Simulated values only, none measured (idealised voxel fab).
You're looking at the process module voxel released beams.
It is cross-section cut that appears here, measuring 265 nm in width, its square cells being 5 nm in size.
The cross-sections in this document take the form of a grid made of square cells. They are written out as bands, in order from top to bottom. Each band consists of one or more rows of cells.
Quick guide to a band line: top height, bottom height (nm) up front; then every material left to right with its width in nm. Only one material and it's marked "all across"? Then it fills the band edge to edge. And "blank" just means empty space.
Height 0 is the level under which the wafer as received is all one material. The lowest band goes on downwards, as in "z 0 and below".
You'd read "30->40" like this: the band's top row of cells is as wide as the first number, its bottom row is as wide as the second, and going down, every row changes width by the same amount as the row before did.
Reading "remained unchanged" for a step: not a cell of the cross-section changed in it.
In "Closed cavity list" the enclosed voids are listed, meaning empty spaces of 8 cells or larger without any opening to the top. The form is width x height at distance, distance from the left edge, units nm.
Post-settings text on a step line: simulator's own remark regarding the step.
What "overlay nm" on a step's line means: if the step has a mask, that mask lay this far to the right of its planned place, or, when the value is negative, to the left.

Planned process steps:
1. RECEIVE, material Si
2. CONFORMAL_DEP, material SiN, thk nm 5
3. DIRECTIONAL_DEP, material SiO2, thk nm 20
4. DIRECTIONAL_DEP, material aC, thk nm 10
5. PATTERN, tone open, mask id ANCHOR, material resist, width nm 15, thk nm 25, overlay nm 0
6. DIRECTIONAL_ETCH, etch materials aC, depth nm 10
7. STRIP, etch materials resist
8. DIRECTIONAL_ETCH, etch materials SiO2, depth nm 20
9. STRIP, etch materials aC
10. CONFORMAL_DEP, material W, thk nm 10
11. MASKED_ETCH, tone cover, mask id BEAM, width nm 95, etch materials W, depth nm 10, overlay nm 0
12. STRIP, etch materials SiO2
Heads up: all these wafers start the same, and what changes between them is the width nm in step 5. The value you see in the plan is just what the first wafer got.

Cross-section: the first of several wafers in its as-received state, i.e. following step 1:
> z 0 and below: Si all across
> Closed cavity list: none

Table: wafers, a row each; end-of-module cell change per material since receipt, gain (+), loss (-); then closed voids:
width nm 15, +53 SiN, +50 W, Closed cavity list: none
width nm 20, +53 SiN, +54 W, Closed cavity list: none
width nm 25, +53 SiN, +54 W, Closed cavity list: none
width nm 30, +53 SiN, +54 W, Closed cavity list: none
width nm 35, +53 SiN, +54 W, Closed cavity list: none
width nm 40, +53 SiN, +54 W, Closed cavity list: none
